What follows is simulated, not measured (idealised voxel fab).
Title: Process Module voxel ribs on slabs
Section cut is 255 nm wide and gridded with 5 nm square cells.
This document writes a cross-section as a grid whose cells are square, and gives it as bands, listed from the top down; one or more rows of cells form a band. For a band, the entry starts with two heights in nm, that of the top and then that of the bottom, and carries on with the band's materials in order from left to right, each alongside its width in nm; the word "full width" beside a single material means it fills the band edge to edge, and "air" means empty space. Note: height 0 marks the level under which the wafer is uniformly one material as received. Lowest band unbounded below, written "z 0 and below". The notation "30..40" denotes a width that varies across the rows of cells in the band, beginning at the first number in the top row, finishing at the second number in the bottom row, and changing by an identical amount from each row to the next. Given "no change occurred" for a step, no cell of the cross-section differs between before and after that step. "Closed void catalog" means: voids of 8 cells or more that are shut off from the top with no open way through. Written width x height at distance, distance from the left edge, in nm. Read whatever lies past the settings on a step's line as the simulator's own remark about the step. overlay nm: mask offset rightward from planned place, masked step; negative means leftward offset. In what follows, pairs of cross-sections are presented, each taken before and after one process step, with the after cross-section shown only down to the lowest band that was altered; the step, together with its settings, is stated below the pair. The pairs may stem from different runs of this module on the same starting wafer; accordingly, a pair should be taken as continuing from the one above it solely where its entry headed "Snapshot before" indicates as much.
## Snapshot before
    z 0 and below  Si full width
    Closed void catalog: none
## Resulting Cross-Section
    z 20 to 0  SiO2 full width
    Heights below 0 show no change.
    Closed void catalog: none
Between the two cross-sections shown above, the process step is DIRECTIONAL_DEP [material SiO2] [thk nm 20]
Snapshot before: starting point is the after cross-section of the pair just above.
## Resulting Cross-Section
    z 40 to 20  SiN full width
    Heights below 20 show no change.
    Closed void catalog: none
Between the two cross-sections shown above, the process step is DIRECTIONAL_DEP [material SiN] [thk nm 20]
Snapshot before: starting point is the after cross-section of the pair just above.
## Resulting Cross-Section
    z 50 to 40  aC full width
    Heights below 40 show no change.
    Closed void catalog: none
Between the two cross-sections shown above, the process step is DIRECTIONAL_DEP [material aC] [thk nm 10]
Snapshot before: starting point is the after cross-section of the pair just above.
## Resulting Cross-Section
    z 75 to 50  air 120 nm  resist 15 nm  air 120 nm
    Heights below 50 show no change.
    Closed void catalog: none
Between the two cross-sections shown above, the process step is PATTERN [tone cover] [mask id RIB] [material resist] [width nm 15] [thk nm 25] [overlay nm 0]
Snapshot before: starting point is the after cross-section of the pair just above.
## Resulting Cross-Section
    z 65 to 50  air 120 nm  resist 15 nm  air 120 nm
    z 50 to 40  air 120 nm  aC 15 nm  air 120 nm
    Heights below 40 show no change.
    Closed void catalog: none
Between the two cross-sections shown above, the process step is DIRECTIONAL_ETCH [etch materials aC] [depth nm 10]
Snapshot before: starting point is the after cross-section of the pair just above.
## Resulting Cross-Section
    z 50 to 40  air 120 nm  aC 15 nm  air 120 nm
    Heights below 40 show no change.
    Closed void catalog: none
Between the two cross-sections shown above, the process step is STRIP [etch materials resist]
Snapshot before: starting point is the after cross-section of the pair just above.
## Resulting Cross-Section
    z 50 to 40  air 120 nm  aC 15 nm  air 120 nm
    z 40 to 30  air 120 nm  SiN 15 nm  air 120 nm
    Heights below 30 show no change.
    Closed void catalog: none
Between the two cross-sections shown above, the process step is DIRECTIONAL_ETCH [etch materials SiN] [depth nm 10]
Snapshot before: starting point is the after cross-section of the pair just above.
## Resulting Cross-Section
    z 40 to 30  air 120 nm  SiN 15 nm  air 120 nm
    Heights below 30 show no change.
    Closed void catalog: none
Between the two cross-sections shown above, the process step is STRIP [etch materials aC]
Snapshot before: starting point is the after cross-section of the pair just above.
## Resulting Cross-Section
    z 60 to 40  air 90 nm  resist 75 nm  air 90 nm
    z 40 to 30  air 90 nm  resist 30 nm  SiN 15 nm  resist 30 nm  air 90 nm
    Heights below 30 show no change.
    Closed void catalog: none
Between the two cross-sections shown above, the process step is PATTERN [tone cover] [mask id SLAB] [material resist] [width nm 75] [thk nm 20] [overlay nm 0]
Snapshot before: starting point is the after cross-section of the pair just above.
## Resulting Cross-Section
    z 60 to 40  air 90 nm  resist 75 nm  air 90 nm
    z 40 to 30  air 90 nm  resist 30 nm  SiN 15 nm  resist 30 nm  air 90 nm
    z 30 to 20  air 90 nm  SiN 75 nm  air 90 nm
    Heights below 20 show no change.
    Closed void catalog: none
Between the two cross-sections shown above, the process step is DIRECTIONAL_ETCH [etch materials SiN] [depth nm 10]
Snapshot before: starting point is the after cross-section of the pair just above.
## Resulting Cross-Section
    z 40 to 30  air 120 nm  SiN 15 nm  air 120 nm
    Heights below 30 show no change.
    Closed void catalog: none
Between the two cross-sections shown above, the process step is STRIP [etch materials resist]
Snapshot before: starting point is the after cross-section of the pair just above.
## Resulting Cross-Section
    z 60 to 40  SiO2 full width
    z 40 to 30  SiO2 120 nm  SiN 15 nm  SiO2 120 nm
    z 30 to 20  SiO2 90 nm  SiN 75 nm  SiO2 90 nm
    Heights below 20 show no change.
    Closed void catalog: none
Between the two cross-sections shown above, the process step is FILL_DEP [material SiO2] [thk nm 20]
Snapshot before: starting point is the after cross-section of the pair just above.
## Resulting Cross-Section
    z 50 to 40  SiO2 full width
    Heights below 40 show no change.
    Closed void catalog: none
Between the two cross-sections shown above, the process step is CMP [height nm 50]
Snapshot before: starting point is the after cross-section of the pair just above.
## Resulting Cross-Section
    z 60 to 50  W full width
    Heights below 50 show no change.
    Closed void catalog: none
Between the two cross-sections shown above, the process step is DIRECTIONAL_DEP [material W] [thk nm 10]
Snapshot before: starting point is the after cross-section of the pair just above.
## Resulting Cross-Section
    z 60 to 50  air 115 nm  W 25 nm  air 115 nm
    Heights below 50 show no change.
    Closed void catalog: none
Between the two cross-sections shown above, the process step is MASKED_ETCH [tone cover] [mask id HEATER] [width nm 25] [etch materials W] [depth nm 10] [overlay nm 0]
Snapshot before: starting point is the after cross-section of the pair just above.
## Resulting Cross-Section
    z 65 to 60  air 110 nm  SiO2 35 nm  air 110 nm
    z 60 to 55  air 110 nm  SiO2 5 nm  W 25 nm  SiO2 5 nm  air 110 nm
    z 55 to 50  SiO2 115 nm  W 25 nm  SiO2 115 nm
    Heights below 50 show no change.
    Closed void catalog: none
Between the two cross-sections shown above, the process step is CONFORMAL_DEP [material SiO2] [thk nm 5]
## Snapshot before
    z 40 to 20  SiN full width
    z 20 to 0  SiO2 full width
    z 0 and below  Si full width
    Closed void catalog: none
## Resulting Cross-Section
    z 60 to 20  SiN full width
    Heights below 20 show no change.
    Closed void catalog: none
Between the two cross-sections shown above, the process step is DIRECTIONAL_DEP [material SiN] [thk nm 20]
Snapshot before: starting point is the after cross-section of the pair just above.
## Resulting Cross-Section
    z 70 to 60  aC full width
    Heights below 60 show no change.
    Closed void catalog: none
Between the two cross-sections shown above, the process step is DIRECTIONAL_DEP [material aC] [thk nm 10]
Snapshot before: starting point is the after cross-section of the pair just above.
## Resulting Cross-Section
    z 95 to 70  air 120 nm  resist 15 nm  air 120 nm
    Heights below 70 show no change.
    Closed void catalog: none
Between the two cross-sections shown above, the process step is PATTERN [tone cover] [mask id RIB] [material resist] [width nm 15] [thk nm 25] [overlay nm 0]
Snapshot before: starting point is the after cross-section of the pair just above.
## Resulting Cross-Section
    z 85 to 70  air 120 nm  resist 15 nm  air 120 nm
    z 70 to 60  air 120 nm  aC 15 nm  air 120 nm
    Heights below 60 show no change.
    Closed void catalog: none
Between the two cross-sections shown above, the process step is DIRECTIONAL_ETCH [etch materials aC] [depth nm 10]
Snapshot before: starting point is the after cross-section of the pair just above.
## Resulting Cross-Section
    z 70 to 60  air 120 nm  aC 15 nm  air 120 nm
    Heights below 60 show no change.
    Closed void catalog: none
Between the two cross-sections shown above, the process step is STRIP [etch materials resist]
Snapshot before: starting point is the after cross-section of the pair just above.
## Resulting Cross-Section
    z 70 to 60  air 120 nm  aC 15 nm  air 120 nm
    z 60 to 50  air 120 nm  SiN 15 nm  air 120 nm
    Heights below 50 show no change.
    Closed void catalog: none
Between the two cross-sections shown above, the process step is DIRECTIONAL_ETCH [etch materials SiN] [depth nm 10]
Snapshot before: starting point is the after cross-section of the pair just above.
## Resulting Cross-Section
    z 60 to 50  air 120 nm  SiN 15 nm  air 120 nm
    Heights below 50 show no change.
    Closed void catalog: none
Between the two cross-sections shown above, the process step is STRIP [etch materials aC]
Snapshot before: starting point is the after cross-section of the pair just above.
## Resulting Cross-Section
    z 80 to 60  air 90 nm  resist 75 nm  air 90 nm
    z 60 to 50  air 90 nm  resist 30 nm  SiN 15 nm  resist 30 nm  air 90 nm
    Heights below 50 show no change.
    Closed void catalog: none
Between the two cross-sections shown above, the process step is PATTERN [tone cover] [mask id SLAB] [material resist] [width nm 75] [thk nm 20] [overlay nm 0]
Snapshot before: starting point is the after cross-section of the pair just above.
## Resulting Cross-Section
    z 80 to 60  air 90 nm  resist 75 nm  air 90 nm
    z 60 to 50  air 90 nm  resist 30 nm  SiN 15 nm  resist 30 nm  air 90 nm
    z 50 to 40  air 90 nm  SiN 75 nm  air 90 nm
    Heights below 40 show no change.
    Closed void catalog: none
Between the two cross-sections shown above, the process step is DIRECTIONAL_ETCH [etch materials SiN] [depth nm 10]
Snapshot before: starting point is the after cross-section of the pair just above.
## Resulting Cross-Section
    z 60 to 50  air 120 nm  SiN 15 nm  air 120 nm
    Heights below 50 show no change.
    Closed void catalog: none
Between the two cross-sections shown above, the process step is STRIP [etch materials resist]
Snapshot before: starting point is the after cross-section of the pair just above.
## Resulting Cross-Section
    z 80 to 60  SiO2 full width
    z 60 to 50  SiO2 120 nm  SiN 15 nm  SiO2 120 nm
    z 50 to 40  SiO2 90 nm  SiN 75 nm  SiO2 90 nm
    Heights below 40 show no change.
    Closed void catalog: none
Between the two cross-sections shown above, the process step is FILL_DEP [material SiO2] [thk nm 20]
Snapshot before: starting point is the after cross-section of the pair just above.
## Resulting Cross-Section
    z 50 to 40  SiO2 90 nm  SiN 75 nm  SiO2 90 nm
    Heights below 40 show no change.
    Closed void catalog: none
Between the two cross-sections shown above, the process step is CMP [height nm 50]
Snapshot before: starting point is the after cross-section of the pair just above.
## Resulting Cross-Section
    z 60 to 50  W full width
    Heights below 50 show no change.
    Closed void catalog: none
Between the two cross-sections shown above, the process step is DIRECTIONAL_DEP [material W] [thk nm 10]
Snapshot before: starting point is the after cross-section of the pair just above.
## Resulting Cross-Section
    z 60 to 50  air 115 nm  W 25 nm  air 115 nm
    Heights below 50 show no change.
    Closed void catalog: none
Between the two cross-sections shown above, the process step is MASKED_ETCH [tone cover] [mask id HEATER] [width nm 25] [etch materials W] [depth nm 10] [overlay nm 0]
Snapshot before: starting point is the after cross-section of the pair just above.
## Resulting Cross-Section
    z 65 to 60  air 110 nm  SiO2 35 nm  air 110 nm
    z 60 to 55  air 110 nm  SiO2 5 nm  W 25 nm  SiO2 5 nm  air 110 nm
    z 55 to 50  SiO2 115 nm  W 25 nm  SiO2 115 nm
    Heights below 50 show no change.
    Closed void catalog: none
Between the two cross-sections shown above, the process step is CONFORMAL_DEP [material SiO2] [thk nm 5]
## Snapshot before
    z 20 to 0  SiO2 full width
    z 0 and below  Si full width
    Closed void catalog: none
## Resulting Cross-Section
    z 30 to 20  aC full width
    Heights below 20 show no change.
    Closed void catalog: none
Between the two cross-sections shown above, the process step is DIRECTIONAL_DEP [material aC] [thk nm 10]
Snapshot before: starting point is the after cross-section of the pair just above.
## Resulting Cross-Section
    z 50 to 30  SiN full width
    Heights below 30 show no change.
    Closed void catalog: none
Between the two cross-sections shown above, the process step is DIRECTIONAL_DEP [material SiN] [thk nm 20]
Snapshot before: starting point is the after cross-section of the pair just above.
## Resulting Cross-Section
    z 75 to 50  air 120 nm  resist 15 nm  air 120 nm
    Heights below 50 show no change.
    Closed void catalog: none
Between the two cross-sections shown above, the process step is PATTERN [tone cover] [mask id RIB] [material resist] [width nm 15] [thk nm 25] [overlay nm 0]
Snapshot before: starting point is the after cross-section of the pair just above.
## Resulting Cross-Section
    z 65 to 50  air 120 nm  resist 15 nm  air 120 nm
    Heights below 50 show no change.
    Closed void catalog: none
Between the two cross-sections shown above, the process step is DIRECTIONAL_ETCH [etch materials aC] [depth nm 10]
Snapshot before: starting point is the after cross-section of the pair just above.
## Resulting Cross-Section
    z 50 to 30  SiN full width
    Heights below 30 show no change.
    Closed void catalog: none
Between the two cross-sections shown above, the process step is STRIP [etch materials resist]
Snapshot before: starting point is the after cross-section of the pair just above.
## Resulting Cross-Section
    z 40 to 30  SiN full width
    Heights below 30 show no change.
    Closed void catalog: none
Between the two cross-sections shown above, the process step is DIRECTIONAL_ETCH [etch materials SiN] [depth nm 10]
Snapshot before: starting point is the after cross-section of the pair just above.
## Resulting Cross-Section
    z 60 to 40  air 90 nm  resist 75 nm  air 90 nm
    Heights below 40 show no change.
    Closed void catalog: none
Between the two cross-sections shown above, the process step is PATTERN [tone cover] [mask id SLAB] [material resist] [width nm 75] [thk nm 20] [overlay nm 0]
Snapshot before: starting point is the after cross-section of the pair just above.
## Resulting Cross-Section
    z 60 to 40  air 90 nm  resist 75 nm  air 90 nm
    z 40 to 30  air 90 nm  SiN 75 nm  air 90 nm
    Heights below 30 show no change.
    Closed void catalog: none
Between the two cross-sections shown above, the process step is DIRECTIONAL_ETCH [etch materials SiN] [depth nm 10]
Snapshot before: starting point is the after cross-section of the pair just above.
## Resulting Cross-Section
    z 40 to 30  air 90 nm  SiN 75 nm  air 90 nm
    Heights below 30 show no change.
    Closed void catalog: none
Between the two cross-sections shown above, the process step is STRIP [etch materials resist]
Snapshot before: starting point is the after cross-section of the pair just above.
## Resulting Cross-Section
    z 60 to 40  SiO2 full width
    z 40 to 30  SiO2 90 nm  SiN 75 nm  SiO2 90 nm
    Heights below 30 show no change.
    Closed void catalog: none
Between the two cross-sections shown above, the process step is FILL_DEP [material SiO2] [thk nm 20]
Snapshot before: starting point is the after cross-section of the pair just above.
## Resulting Cross-Section
    z 50 to 40  SiO2 full width
    Heights below 40 show no change.
    Closed void catalog: none
Between the two cross-sections shown above, the process step is CMP [height nm 50]
Snapshot before: starting point is the after cross-section of the pair just above.
## Resulting Cross-Section
    z 60 to 50  W full width
    Heights below 50 show no change.
    Closed void catalog: none
Between the two cross-sections shown above, the process step is DIRECTIONAL_DEP [material W] [thk nm 10]
Snapshot before: starting point is the after cross-section of the pair just above.
## Resulting Cross-Section
    z 60 to 50  air 115 nm  W 25 nm  air 115 nm
    Heights below 50 show no change.
    Closed void catalog: none
Between the two cross-sections shown above, the process step is MASKED_ETCH [tone cover] [mask id HEATER] [width nm 25] [etch materials W] [depth nm 10] [overlay nm 0]
Snapshot before: starting point is the after cross-section of the pair just above.
## Resulting Cross-Section
    z 65 to 60  air 110 nm  SiO2 35 nm  air 110 nm
    z 60 to 55  air 110 nm  SiO2 5 nm  W 25 nm  SiO2 5 nm  air 110 nm
    z 55 to 50  SiO2 115 nm  W 25 nm  SiO2 115 nm
    Heights below 50 show no change.
    Closed void catalog: none
Between the two cross-sections shown above, the process step is CONFORMAL_DEP [material SiO2] [thk nm 5]
## Snapshot before
    z 60 to 50  air 115 nm  W 25 nm  air 115 nm
    z 50 to 40  SiO2 full width
    z 40 to 30  SiO2 120 nm  SiN 15 nm  SiO2 120 nm
    z 30 to 20  SiO2 90 nm  SiN 75 nm  SiO2 90 nm
    z 20 to 0  SiO2 full width
    z 0 and below  Si full width
    Closed void catalog: none
## Resulting Cross-Section
    z 75 to 65  air 100 nm  SiO2 55 nm  air 100 nm
    z 65 to 60  SiO2 full width
    z 60 to 50  SiO2 115 nm  W 25 nm  SiO2 115 nm
    Heights below 50 show no change.
    Closed void catalog: none
Between the two cross-sections shown above, the process step is CONFORMAL_DEP [material SiO2] [thk nm 15]
## Snapshot before
    z 60 to 50  W full width
    z 50 to 40  SiO2 full width
    z 40 to 30  SiO2 120 nm  SiN 15 nm  SiO2 120 nm
    z 30 to 20  SiO2 90 nm  SiN 75 nm  SiO2 90 nm
    z 20 to 0  SiO2 full width
    z 0 and below  Si full width
    Closed void catalog: none
## Resulting Cross-Section
    z 60 to 50  air 115 nm  W 30 nm  air 110 nm
    Heights below 50 show no change.
    Closed void catalog: none
Between the two cross-sections shown above, the process step is MASKED_ETCH [tone cover] [mask id HEATER] [width nm 30] [etch materials W] [depth nm 10] [overlay nm 0]
Snapshot before: starting point is the after cross-section of the pair just above.
## Resulting Cross-Section
    z 65 to 60  air 110 nm  SiO2 40 nm  air 105 nm
    z 60 to 55  air 110 nm  SiO2 5 nm  W 30 nm  SiO2 5 nm  air 105 nm
    z 55 to 50  SiO2 115 nm  W 30 nm  SiO2 110 nm
    Heights below 50 show no change.
    Closed void catalog: none
Between the two cross-sections shown above, the process step is CONFORMAL_DEP [material SiO2] [thk nm 5]
## Snapshot before
    z 50 to 40  aC full width
    z 40 to 20  SiN full width
    z 20 to 0  SiO2 full width
    z 0 and below  Si full width
    Closed void catalog: none
## Resulting Cross-Section
    z 75 to 50  air 130 nm  resist 15 nm  air 110 nm
    Heights below 50 show no change.
    Closed void catalog: none
Between the two cross-sections shown above, the process step is PATTERN [tone cover] [mask id RIB] [material resist] [width nm 15] [thk nm 25] [overlay nm 10]
Snapshot before: starting point is the after cross-section of the pair just above.
## Resulting Cross-Section
    z 65 to 50  air 130 nm  resist 15 nm  air 110 nm
    z 50 to 40  air 130 nm  aC 15 nm  air 110 nm
    Heights below 40 show no change.
    Closed void catalog: none
Between the two cross-sections shown above, the process step is DIRECTIONAL_ETCH [etch materials aC] [depth nm 10]
Snapshot before: starting point is the after cross-section of the pair just above.
## Resulting Cross-Section
    z 50 to 40  air 130 nm  aC 15 nm  air 110 nm
    Heights below 40 show no change.
    Closed void catalog: none
Between the two cross-sections shown above, the process step is STRIP [etch materials resist]
Snapshot before: starting point is the after cross-section of the pair just above.
## Resulting Cross-Section
    z 50 to 40  air 130 nm  aC 15 nm  air 110 nm
    z 40 to 30  air 130 nm  SiN 15 nm  air 110 nm
    Heights below 30 show no change.
    Closed void catalog: none
Between the two cross-sections shown above, the process step is DIRECTIONAL_ETCH [etch materials SiN] [depth nm 10]
Snapshot before: starting point is the after cross-section of the pair just above.
## Resulting Cross-Section
    z 40 to 30  air 130 nm  SiN 15 nm  air 110 nm
    Heights below 30 show no change.
    Closed void catalog: none
Between the two cross-sections shown above, the process step is STRIP [etch materials aC]
Snapshot before: starting point is the after cross-section of the pair just above.
## Resulting Cross-Section
    z 60 to 40  air 90 nm  resist 75 nm  air 90 nm
    z 40 to 30  air 90 nm  resist 40 nm  SiN 15 nm  resist 20 nm  air 90 nm
    Heights below 30 show no change.
    Closed void catalog: none
Between the two cross-sections shown above, the process step is PATTERN [tone cover] [mask id SLAB] [material resist] [width nm 75] [thk nm 20] [overlay nm 0]
Snapshot before: starting point is the after cross-section of the pair just above.
## Resulting Cross-Section
    z 60 to 40  air 90 nm  resist 75 nm  air 90 nm
    z 40 to 30  air 90 nm  resist 40 nm  SiN 15 nm  resist 20 nm  air 90 nm
    z 30 to 20  air 90 nm  SiN 75 nm  air 90 nm
    Heights below 20 show no change.
    Closed void catalog: none
Between the two cross-sections shown above, the process step is DIRECTIONAL_ETCH [etch materials SiN] [depth nm 10]
Snapshot before: starting point is the after cross-section of the pair just above.
## Resulting Cross-Section
    z 40 to 30  air 130 nm  SiN 15 nm  air 110 nm
    Heights below 30 show no change.
    Closed void catalog: none
Between the two cross-sections shown above, the process step is STRIP [etch materials resist]
Snapshot before: starting point is the after cross-section of the pair just above.
## Resulting Cross-Section
    z 60 to 40  SiO2 full width
    z 40 to 30  SiO2 130 nm  SiN 15 nm  SiO2 110 nm
    z 30 to 20  SiO2 90 nm  SiN 75 nm  SiO2 90 nm
    Heights below 20 show no change.
    Closed void catalog: none
Between the two cross-sections shown above, the process step is FILL_DEP [material SiO2] [thk nm 20]
Snapshot before: starting point is the after cross-section of the pair just above.
## Resulting Cross-Section
    z 50 to 40  SiO2 full width
    Heights below 40 show no change.
    Closed void catalog: none
Between the two cross-sections shown above, the process step is CMP [height nm 50]
Snapshot before: starting point is the after cross-section of the pair just above.
## Resulting Cross-Section
    z 60 to 50  W full width
    Heights below 50 show no change.
    Closed void catalog: none
Between the two cross-sections shown above, the process step is DIRECTIONAL_DEP [material W] [thk nm 10]
Snapshot before: starting point is the after cross-section of the pair just above.
## Resulting Cross-Section
    z 60 to 50  air 115 nm  W 25 nm  air 115 nm
    Heights below 50 show no change.
    Closed void catalog: none
Between the two cross-sections shown above, the process step is MASKED_ETCH [tone cover] [mask id HEATER] [width nm 25] [etch materials W] [depth nm 10] [overlay nm 0]
Snapshot before: starting point is the after cross-section of the pair just above.
## Resulting Cross-Section
    z 65 to 60  air 110 nm  SiO2 35 nm  air 110 nm
    z 60 to 55  air 110 nm  SiO2 5 nm  W 25 nm  SiO2 5 nm  air 110 nm
    z 55 to 50  SiO2 115 nm  W 25 nm  SiO2 115 nm
    Heights below 50 show no change.
    Closed void catalog: none
Between the two cross-sections shown above, the process step is CONFORMAL_DEP [material SiO2] [thk nm 5]
## Snapshot before
    z 20 to 0  SiO2 full width
    z 0 and below  Si full width
    Closed void catalog: none
## Resulting Cross-Section
    z 40 to 0  SiO2 full width
    Heights below 0 show no change.
    Closed void catalog: none
Between the two cross-sections shown above, the process step is DIRECTIONAL_DEP [material SiO2] [thk nm 20]
Snapshot before: starting point is the after cross-section of the pair just above.
## Resulting Cross-Section
    z 50 to 40  aC full width
    Heights below 40 show no change.
    Closed void catalog: none
Between the two cross-sections shown above, the process step is DIRECTIONAL_DEP [material aC] [thk nm 10]
Snapshot before: starting point is the after cross-section of the pair just above.
## Resulting Cross-Section
    z 75 to 50  air 120 nm  resist 15 nm  air 120 nm
    Heights below 50 show no change.
    Closed void catalog: none
Between the two cross-sections shown above, the process step is PATTERN [tone cover] [mask id RIB] [material resist] [width nm 15] [thk nm 25] [overlay nm 0]
Snapshot before: starting point is the after cross-section of the pair just above.
## Resulting Cross-Section
    z 65 to 50  air 120 nm  resist 15 nm  air 120 nm
    z 50 to 40  air 120 nm  aC 15 nm  air 120 nm
    Heights below 40 show no change.
    Closed void catalog: none
Between the two cross-sections shown above, the process step is DIRECTIONAL_ETCH [etch materials aC] [depth nm 10]
Snapshot before: starting point is the after cross-section of the pair just above.
## Resulting Cross-Section
    z 50 to 40  air 120 nm  aC 15 nm  air 120 nm
    Heights below 40 show no change.
    Closed void catalog: none
Between the two cross-sections shown above, the process step is STRIP [etch materials resist]
Snapshot before: starting point is the after cross-section of the pair just above.
## Resulting Cross-Section
    z 40 to 0  SiO2 full width
    Heights below 0 show no change.
    Closed void catalog: none
Between the two cross-sections shown above, the process step is STRIP [etch materials aC]
Snapshot before: starting point is the after cross-section of the pair just above.
## Resulting Cross-Section
    z 60 to 40  air 90 nm  resist 75 nm  air 90 nm
    Heights below 40 show no change.
    Closed void catalog: none
Between the two cross-sections shown above, the process step is PATTERN [tone cover] [mask id SLAB] [material resist] [width nm 75] [thk nm 20] [overlay nm 0]
Snapshot before: starting point is the after cross-section of the pair just above.
## Resulting Cross-Section
    z 40 to 0  SiO2 full width
    Heights below 0 show no change.
    Closed void catalog: none
Between the two cross-sections shown above, the process step is STRIP [etch materials resist]
Snapshot before: starting point is the after cross-section of the pair just above.
## Resulting Cross-Section
    z 60 to 0  SiO2 full width
    Heights below 0 show no change.
    Closed void catalog: none
Between the two cross-sections shown above, the process step is FILL_DEP [material SiO2] [thk nm 20]
Snapshot before: starting point is the after cross-section of the pair just above.
## Resulting Cross-Section
    z 50 to 0  SiO2 full width
    Heights below 0 show no change.
    Closed void catalog: none
Between the two cross-sections shown above, the process step is CMP [height nm 50]
Snapshot before: starting point is the after cross-section of the pair just above.
## Resulting Cross-Section
    z 60 to 50  W full width
    Heights below 50 show no change.
    Closed void catalog: none
Between the two cross-sections shown above, the process step is DIRECTIONAL_DEP [material W] [thk nm 10]
Snapshot before: starting point is the after cross-section of the pair just above.
## Resulting Cross-Section
    z 60 to 50  air 115 nm  W 25 nm  air 115 nm
    Heights below 50 show no change.
    Closed void catalog: none
Between the two cross-sections shown above, the process step is MASKED_ETCH [tone cover] [mask id HEATER] [width nm 25] [etch materials W] [depth nm 10] [overlay nm 0]
Snapshot before: starting point is the after cross-section of the pair just above.
## Resulting Cross-Section
    z 65 to 60  air 110 nm  SiO2 35 nm  air 110 nm
    z 60 to 55  air 110 nm  SiO2 5 nm  W 25 nm  SiO2 5 nm  air 110 nm
    z 55 to 50  SiO2 115 nm  W 25 nm  SiO2 115 nm
    Heights below 50 show no change.
    Closed void catalog: none
Between the two cross-sections shown above, the process step is CONFORMAL_DEP [material SiO2] [thk nm 5]
## Snapshot before
    z 50 to 40  aC full width
    z 40 to 20  SiN full width
    z 20 to 0  SiO2 full width
    z 0 and below  Si full width
    Closed void catalog: none
## Resulting Cross-Section
    z 75 to 50  resist 120 nm  air 15 nm  resist 120 nm
    Heights below 50 show no change.
    Closed void catalog: none
Between the two cross-sections shown above, the process step is PATTERN [tone open] [mask id RIB] [material resist] [width nm 15] [thk nm 25] [overlay nm 0]
Snapshot before: starting point is the after cross-section of the pair just above.
## Resulting Cross-Section
    z 65 to 50  resist 120 nm  air 15 nm  resist 120 nm
    z 50 to 40  aC 120 nm  air 15 nm  aC 120 nm
    Heights below 40 show no change.
    Closed void catalog: none
Between the two cross-sections shown above, the process step is DIRECTIONAL_ETCH [etch materials aC] [depth nm 10]
Snapshot before: starting point is the after cross-section of the pair just above.
## Resulting Cross-Section
    z 50 to 40  aC 120 nm  air 15 nm  aC 120 nm
    Heights below 40 show no change.
    Closed void catalog: none
Between the two cross-sections shown above, the process step is STRIP [etch materials resist]
Snapshot before: starting point is the after cross-section of the pair just above.
## Resulting Cross-Section
    z 50 to 40  aC 120 nm  air 15 nm  aC 120 nm
    z 40 to 30  SiN 120 nm  air 15 nm  SiN 120 nm
    Heights below 30 show no change.
    Closed void catalog: none
Between the two cross-sections shown above, the process step is DIRECTIONAL_ETCH [etch materials SiN] [depth nm 10]
Snapshot before: starting point is the after cross-section of the pair just above.
## Resulting Cross-Section
    z 40 to 30  SiN 120 nm  air 15 nm  SiN 120 nm
    Heights below 30 show no change.
    Closed void catalog: none
Between the two cross-sections shown above, the process step is STRIP [etch materials aC]
Snapshot before: starting point is the after cross-section of the pair just above.
## Resulting Cross-Section
    z 60 to 40  air 90 nm  resist 75 nm  air 90 nm
    z 40 to 30  SiN 120 nm  resist 15 nm  SiN 120 nm
    Heights below 30 show no change.
    Closed void catalog: none
Between the two cross-sections shown above, the process step is PATTERN [tone cover] [mask id SLAB] [material resist] [width nm 75] [thk nm 20] [overlay nm 0]
Snapshot before: starting point is the after cross-section of the pair just above.
## Resulting Cross-Section
    z 60 to 40  air 90 nm  resist 75 nm  air 90 nm
    z 40 to 30  air 90 nm  SiN 30 nm  resist 15 nm  SiN 30 nm  air 90 nm
    Heights below 30 show no change.
    Closed void catalog: none
Between the two cross-sections shown above, the process step is DIRECTIONAL_ETCH [etch materials SiN] [depth nm 10]
Snapshot before: starting point is the after cross-section of the pair just above.
## Resulting Cross-Section
    z 40 to 30  air 90 nm  SiN 30 nm  air 15 nm  SiN 30 nm  air 90 nm
    Heights below 30 show no change.
    Closed void catalog: none
Between the two cross-sections shown above, the process step is STRIP [etch materials resist]
Snapshot before: starting point is the after cross-section of the pair just above.
## Resulting Cross-Section
    z 60 to 40  SiO2 full width
    z 40 to 30  SiO2 90 nm  SiN 30 nm  SiO2 15 nm  SiN 30 nm  SiO2 90 nm
    Heights below 30 show no change.
    Closed void catalog: none
Between the two cross-sections shown above, the process step is FILL_DEP [material SiO2] [thk nm 20]
Snapshot before: starting point is the after cross-section of the pair just above.
## Resulting Cross-Section
    z 50 to 40  SiO2 full width
    Heights below 40 show no change.
    Closed void catalog: none
Between the two cross-sections shown above, the process step is CMP [height nm 50]
Snapshot before: starting point is the after cross-section of the pair just above.
## Resulting Cross-Section
    z 60 to 50  W full width
    Heights below 50 show no change.
    Closed void catalog: none
Between the two cross-sections shown above, the process step is DIRECTIONAL_DEP [material W] [thk nm 10]
Snapshot before: starting point is the after cross-section of the pair just above.
## Resulting Cross-Section
    z 60 to 50  air 115 nm  W 25 nm  air 115 nm
    Heights below 50 show no change.
    Closed void catalog: none
Between the two cross-sections shown above, the process step is MASKED_ETCH [tone cover] [mask id HEATER] [width nm 25] [etch materials W] [depth nm 10] [overlay nm 0]
Snapshot before: starting point is the after cross-section of the pair just above.
## Resulting Cross-Section
    z 65 to 60  air 110 nm  SiO2 35 nm  air 110 nm
    z 60 to 55  air 110 nm  SiO2 5 nm  W 25 nm  SiO2 5 nm  air 110 nm
    z 55 to 50  SiO2 115 nm  W 25 nm  SiO2 115 nm
    Heights below 50 show no change.
    Closed void catalog: none
Between the two cross-sections shown above, the process step is CONFORMAL_DEP [material SiO2] [thk nm 5]
